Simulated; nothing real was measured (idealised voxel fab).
Name of the process module below: voxel tone inversion
Shown is cross-section cut, with a width of 195 nm and square cells of size 5 nm.
Each cross-section below is a grid of square cells, stated as bands in top-down order, with one or more rows of cells making up each band. Heights first: top, then bottom, in nm. Then materials, left to right, each with a width in nm. "throughout" on a single material: fills the band edge to edge. "air": empty space. The reference from which all heights are counted is 0, the level beneath which the as-received wafer is entirely one material; the lowest band, having no lower bound, proceeds downward and is written after the example "z 0 and below". The two numbers in a width such as "30 to 40" mark its ends across the band: the first belongs to the top row of cells, the second to the bottom row, and from each row to the next the width moves by the same amount. "same as before" means the step left every cell of the cross-section as it was. Any empty space of 8 cells or more lacking an open way to the top shows up in "Closed void roster" as width x height at distance, distance from the left edge, in nm. On each step's line, the part that comes after the settings is the simulator's own comment on the step. overlay nm: right-of-plan distance of the mask on a masked step; negative values mean left-of-plan.
### Below is the list of planned process steps
1,RECEIVE,material Si
2,CONFORMAL_DEP,material SiCN,thk nm 10
3,DIRECTIONAL_DEP,material aC,thk nm 15
4,PATTERN,tone cover,mask id POSTS,material resist,width nm 25,pitch nm 55,thk nm 25,overlay nm 0
5,DIRECTIONAL_ETCH,etch materials aC,depth nm 15
6,STRIP,etch materials resist
7,FILL_DEP,material lowk,thk nm 5
8,CMP,height nm 25
9,STRIP,etch materials aC
### First of two wafers, with the run carried out as planned
### Cross-section, incoming material, after step 1
* z 0 and below: Si throughout
* Closed void roster: none
### Cross-sectional representation of the wafer at the conclusion of step 2
* z 10 to 0: SiCN throughout
* Unchanged below 0.
### Cross-sectional representation of the wafer at the conclusion of step 3
* z 25 to 10: aC throughout
* Unchanged below 10.
### Cross-sectional representation of the wafer at the conclusion of step 4
* z 50 to 25: 30 nm air  25 nm resist  30 nm air  25 nm resist  30 nm air  25 nm resist  30 nm air
* Unchanged below 25.
### Cross-sectional representation of the wafer at the conclusion of step 5
* z 35 to 25: 30 nm air  25 nm resist  30 nm air  25 nm resist  30 nm air  25 nm resist  30 nm air
* z 25 to 10: 30 nm air  25 nm aC  30 nm air  25 nm aC  30 nm air  25 nm aC  30 nm air
* Unchanged below 10.
### Cross-sectional representation of the wafer at the conclusion of step 6
* z 25 to 10: 30 nm air  25 nm aC  30 nm air  25 nm aC  30 nm air  25 nm aC  30 nm air
* Unchanged below 10.
### Cross-sectional representation of the wafer at the conclusion of step 7
* z 30 to 25: lowk throughout
* z 25 to 10: 30 nm lowk  25 nm aC  30 nm lowk  25 nm aC  30 nm lowk  25 nm aC  30 nm lowk
* Unchanged below 10.
### Cross-sectional representation of the wafer at the conclusion of step 8
* z 25 to 10: 30 nm lowk  25 nm aC  30 nm lowk  25 nm aC  30 nm lowk  25 nm aC  30 nm lowk
* Unchanged below 10.
### Cross-sectional representation of the wafer at the conclusion of step 9
* z 25 to 10: 30 nm lowk  25 nm air  30 nm lowk  25 nm air  30 nm lowk  25 nm air  30 nm lowk
* Unchanged below 10.
### The remaining wafer, second of the two, started like the first and was run to the same plan, except that one mistake was made along the way; the two coincide through step 1, inclusive
### Cross-section of the second wafer at the time step 2 of the plan should have ended
* z 15 to 0: SiCN throughout
* Unchanged below 0.
### Cross-section of the second wafer at the time step 3 of the plan should have ended
* z 30 to 15: aC throughout
* Unchanged below 15.
### Cross-section of the second wafer at the time step 4 of the plan should have ended
* z 55 to 30: 30 nm air  25 nm resist  30 nm air  25 nm resist  30 nm air  25 nm resist  30 nm air
* Unchanged below 30.
### Cross-section of the second wafer at the time step 5 of the plan should have ended
* z 40 to 30: 30 nm air  25 nm resist  30 nm air  25 nm resist  30 nm air  25 nm resist  30 nm air
* z 30 to 15: 30 nm air  25 nm aC  30 nm air  25 nm aC  30 nm air  25 nm aC  30 nm air
* Unchanged below 15.
### Cross-section of the second wafer at the time step 6 of the plan should have ended
* z 30 to 15: 30 nm air  25 nm aC  30 nm air  25 nm aC  30 nm air  25 nm aC  30 nm air
* Unchanged below 15.
### Cross-section of the second wafer at the time step 7 of the plan should have ended
* z 35 to 30: lowk throughout
* z 30 to 15: 30 nm lowk  25 nm aC  30 nm lowk  25 nm aC  30 nm lowk  25 nm aC  30 nm lowk
* Unchanged below 15.
### Cross-section of the second wafer at the time step 8 of the plan should have ended
* z 25 to 15: 30 nm lowk  25 nm aC  30 nm lowk  25 nm aC  30 nm lowk  25 nm aC  30 nm lowk
* Unchanged below 15.
### Cross-section of the second wafer at the time step 9 of the plan should have ended
* z 25 to 15: 30 nm lowk  25 nm air  30 nm lowk  25 nm air  30 nm lowk  25 nm air  30 nm lowk
* Unchanged below 15.
Short version of what went wrong: in deviation from the planned setting, step 2 was conducted as CONFORMAL_DEP,material SiCN,thk nm 15
Final difference in cells, second wafer against first, listed per material as more or fewer: +39 SiCN; -24 lowk
